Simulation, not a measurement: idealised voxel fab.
Process module heading - voxel self aligned contacts
We display cut, a cross-section 250 nm in width whose square cells are each 5 nm.
Just so we're on the same page, the cross-sections are grids of square cells, and they're listed out in bands top to bottom, each band one or more rows deep. Band: top height; bottom height; in nm. Then, left to right: material with width in nm, for each material. "everywhere": a single material spanning edge to edge. "empty": empty space. Counting heights begins at 0, where everything beneath is, in the wafer as received, one material. The lowest band has no bottom; it goes on downwards, as "from 0 down" shows. Width spec "30..40" -> top row of cells at first value, bottom row at second value, equal per-row change in between. Any step labelled "everything unchanged" changed none of the cells in the cross-section. Heads up: "Enclosed empty spaces" only lists the empty pockets with no open path to the top that are 8 cells or more, and it writes them as width x height at distance, distance from the left edge, in nm. It should be noted that, on the line of a given step, the content following the step's settings is a remark produced by the simulator itself with respect to that step. overlay nm: on a step with a mask, how far right of its planned place the mask lay; negative means left.
Process steps - plan
1,RECEIVE (material Si)
2,OXIDIZE (depth nm 5)
3,DIRECTIONAL_DEP (material polySi; thk nm 25)
4,DIRECTIONAL_DEP (material SiN; thk nm 25)
5,DIRECTIONAL_DEP (material aC; thk nm 15)
6,PATTERN (tone cover; mask id GATE; material resist; width nm 35; pitch nm 75; thk nm 35; overlay nm 0)
7,DIRECTIONAL_ETCH (etch materials aC; depth nm 15)
8,STRIP (etch materials resist)
9,DIRECTIONAL_ETCH (etch materials SiN; depth nm 25)
10,DIRECTIONAL_ETCH (etch materials polySi; depth nm 25)
11,STRIP (etch materials aC)
12,CONFORMAL_DEP (material SiN; thk nm 10)
13,DIRECTIONAL_ETCH (etch materials SiN; depth nm 10)
14,FILL_DEP (material SiO2; thk nm 15)
15,CMP (height nm 55)
16,MASKED_ETCH (tone open; mask id CONTACT; width nm 60; etch materials SiO2; depth nm 60; overlay nm 0)
17,CONFORMAL_DEP (material TiN; thk nm 5)
18,FILL_DEP (material Ru; thk nm 5)
19,CMP (height nm 55)
20,CONFORMAL_DEP (material SiN; thk nm 5)
First of two wafers, processed according to plan
Here's what the wafer looked like in cross-section when it arrived - that's after step 1
from 0 down: Si everywhere
Enclosed empty spaces: none
Take a look at the wafer's cross-section after step 2
from 0 to -5: SiO2 everywhere
Below -5, the layers are the same as they were.
Take a look at the wafer's cross-section after step 3
from 25 to 0: polySi everywhere
Below 0, the layers are the same as they were.
Take a look at the wafer's cross-section after step 4
from 50 to 25: SiN everywhere
Below 25, the layers are the same as they were.
Take a look at the wafer's cross-section after step 5
from 65 to 50: aC everywhere
Below 50, the layers are the same as they were.
Take a look at the wafer's cross-section after step 6
from 100 to 65: empty=70; resist=35; empty=40; resist=35; empty=70
Below 65, the layers are the same as they were.
Take a look at the wafer's cross-section after step 7
from 85 to 65: empty=70; resist=35; empty=40; resist=35; empty=70
from 65 to 50: empty=70; aC=35; empty=40; aC=35; empty=70
Below 50, the layers are the same as they were.
Take a look at the wafer's cross-section after step 8
from 65 to 50: empty=70; aC=35; empty=40; aC=35; empty=70
Below 50, the layers are the same as they were.
Take a look at the wafer's cross-section after step 9
from 65 to 50: empty=70; aC=35; empty=40; aC=35; empty=70
from 50 to 25: empty=70; SiN=35; empty=40; SiN=35; empty=70
Below 25, the layers are the same as they were.
Take a look at the wafer's cross-section after step 10
from 65 to 50: empty=70; aC=35; empty=40; aC=35; empty=70
from 50 to 25: empty=70; SiN=35; empty=40; SiN=35; empty=70
from 25 to 0: empty=70; polySi=35; empty=40; polySi=35; empty=70
Below 0, the layers are the same as they were.
Take a look at the wafer's cross-section after step 11
from 50 to 25: empty=70; SiN=35; empty=40; SiN=35; empty=70
Below 25, the layers are the same as they were.
Take a look at the wafer's cross-section after step 12
from 60 to 25: empty=60; SiN=55; empty=20; SiN=55; empty=60
from 25 to 10: empty=60; SiN=10; polySi=35; SiN=10; empty=20; SiN=10; polySi=35; SiN=10; empty=60
from 10 to 0: SiN=70; polySi=35; SiN=40; polySi=35; SiN=70
Below 0, the layers are the same as they were.
Take a look at the wafer's cross-section after step 13
from 50 to 25: empty=60; SiN=55; empty=20; SiN=55; empty=60
from 25 to 0: empty=60; SiN=10; polySi=35; SiN=10; empty=20; SiN=10; polySi=35; SiN=10; empty=60
Below 0, the layers are the same as they were.
Take a look at the wafer's cross-section after step 14
from 65 to 50: SiO2 everywhere
from 50 to 25: SiO2=60; SiN=55; SiO2=20; SiN=55; SiO2=60
from 25 to 0: SiO2=60; SiN=10; polySi=35; SiN=10; SiO2=20; SiN=10; polySi=35; SiN=10; SiO2=60
Below 0, the layers are the same as they were.
Take a look at the wafer's cross-section after step 15
from 55 to 50: SiO2 everywhere
Below 50, the layers are the same as they were.
Take a look at the wafer's cross-section after step 16
from 55 to 50: SiO2=95; empty=60; SiO2=95
from 50 to 25: SiO2=60; SiN=55; empty=20; SiN=55; SiO2=60
from 25 to 0: SiO2=60; SiN=10; polySi=35; SiN=10; empty=20; SiN=10; polySi=35; SiN=10; SiO2=60
from 0 to -5: SiO2=115; empty=20; SiO2=115
Below -5, the layers are the same as they were.
Take a look at the wafer's cross-section after step 17
from 60 to 55: TiN=100; empty=50; TiN=100
from 55 to 50: SiO2=95; TiN=25; empty=10; TiN=25; SiO2=95
from 50 to 25: SiO2=60; SiN=55; TiN=5; empty=10; TiN=5; SiN=55; SiO2=60
from 25 to 0: SiO2=60; SiN=10; polySi=35; SiN=10; TiN=5; empty=10; TiN=5; SiN=10; polySi=35; SiN=10; SiO2=60
from 0 to -5: SiO2=115; TiN=20; SiO2=115
Below -5, the layers are the same as they were.
Take a look at the wafer's cross-section after step 18
from 65 to 60: Ru everywhere
from 60 to 55: TiN=100; Ru=50; TiN=100
from 55 to 50: SiO2=95; TiN=25; Ru=10; TiN=25; SiO2=95
from 50 to 25: SiO2=60; SiN=55; TiN=5; Ru=10; TiN=5; SiN=55; SiO2=60
from 25 to 0: SiO2=60; SiN=10; polySi=35; SiN=10; TiN=5; Ru=10; TiN=5; SiN=10; polySi=35; SiN=10; SiO2=60
Below 0, the layers are the same as they were.
Take a look at the wafer's cross-section after step 19
from 55 to 50: SiO2=95; TiN=25; Ru=10; TiN=25; SiO2=95
Below 50, the layers are the same as they were.
Take a look at the wafer's cross-section after step 20
from 60 to 55: SiN everywhere
Below 55, the layers are the same as they were.
Now the other wafer: same start, same recipe, but we messed up one thing when running it. Up to and including step 11 it's the same as the first one
Second wafer, cross-section, planned end of step 12
from 60 to 50: empty=60; SiO2=55; empty=20; SiO2=55; empty=60
from 50 to 25: empty=60; SiO2=10; SiN=35; SiO2=10; empty=20; SiO2=10; SiN=35; SiO2=10; empty=60
from 25 to 10: empty=60; SiO2=10; polySi=35; SiO2=10; empty=20; SiO2=10; polySi=35; SiO2=10; empty=60
from 10 to 0: SiO2=70; polySi=35; SiO2=40; polySi=35; SiO2=70
Below 0, the layers are the same as they were.
Second wafer, cross-section, planned end of step 13: everything unchanged
Second wafer, cross-section, planned end of step 14
from 75 to 50: SiO2 everywhere
from 50 to 25: SiO2=70; SiN=35; SiO2=40; SiN=35; SiO2=70
from 25 to 0: SiO2=70; polySi=35; SiO2=40; polySi=35; SiO2=70
Below 0, the layers are the same as they were.
Second wafer, cross-section, planned end of step 15
from 55 to 50: SiO2 everywhere
Below 50, the layers are the same as they were.
Second wafer, cross-section, planned end of step 16
from 55 to 50: SiO2=95; empty=60; SiO2=95
from 50 to 25: SiO2=70; SiN=35; empty=40; SiN=35; SiO2=70
from 25 to 0: SiO2=70; polySi=35; empty=40; polySi=35; SiO2=70
from 0 to -5: SiO2=105; empty=40; SiO2=105
Below -5, the layers are the same as they were.
Second wafer, cross-section, planned end of step 17
from 60 to 55: TiN=100; empty=50; TiN=100
from 55 to 50: SiO2=95; TiN=15; empty=30; TiN=15; SiO2=95
from 50 to 25: SiO2=70; SiN=35; TiN=5; empty=30; TiN=5; SiN=35; SiO2=70
from 25 to 0: SiO2=70; polySi=35; TiN=5; empty=30; TiN=5; polySi=35; SiO2=70
from 0 to -5: SiO2=105; TiN=40; SiO2=105
Below -5, the layers are the same as they were.
Second wafer, cross-section, planned end of step 18
from 65 to 60: Ru everywhere
from 60 to 55: TiN=100; Ru=50; TiN=100
from 55 to 50: SiO2=95; TiN=15; Ru=30; TiN=15; SiO2=95
from 50 to 25: SiO2=70; SiN=35; TiN=5; Ru=30; TiN=5; SiN=35; SiO2=70
from 25 to 0: SiO2=70; polySi=35; TiN=5; Ru=30; TiN=5; polySi=35; SiO2=70
Below 0, the layers are the same as they were.
Second wafer, cross-section, planned end of step 19
from 55 to 50: SiO2=95; TiN=15; Ru=30; TiN=15; SiO2=95
Below 50, the layers are the same as they were.
Second wafer, cross-section, planned end of step 20
from 60 to 55: SiN everywhere
Below 55, the layers are the same as they were.
What was done differently from what was planned? so step 12 ended up running with a different setting than we planned, it ran as CONFORMAL_DEP (material SiO2; thk nm 10)
It is noted that, at the conclusion of processing, the second wafer exhibits a higher or lower cell count for certain materials relative to the first: Ru +44; SiN -80; SiO2 +36
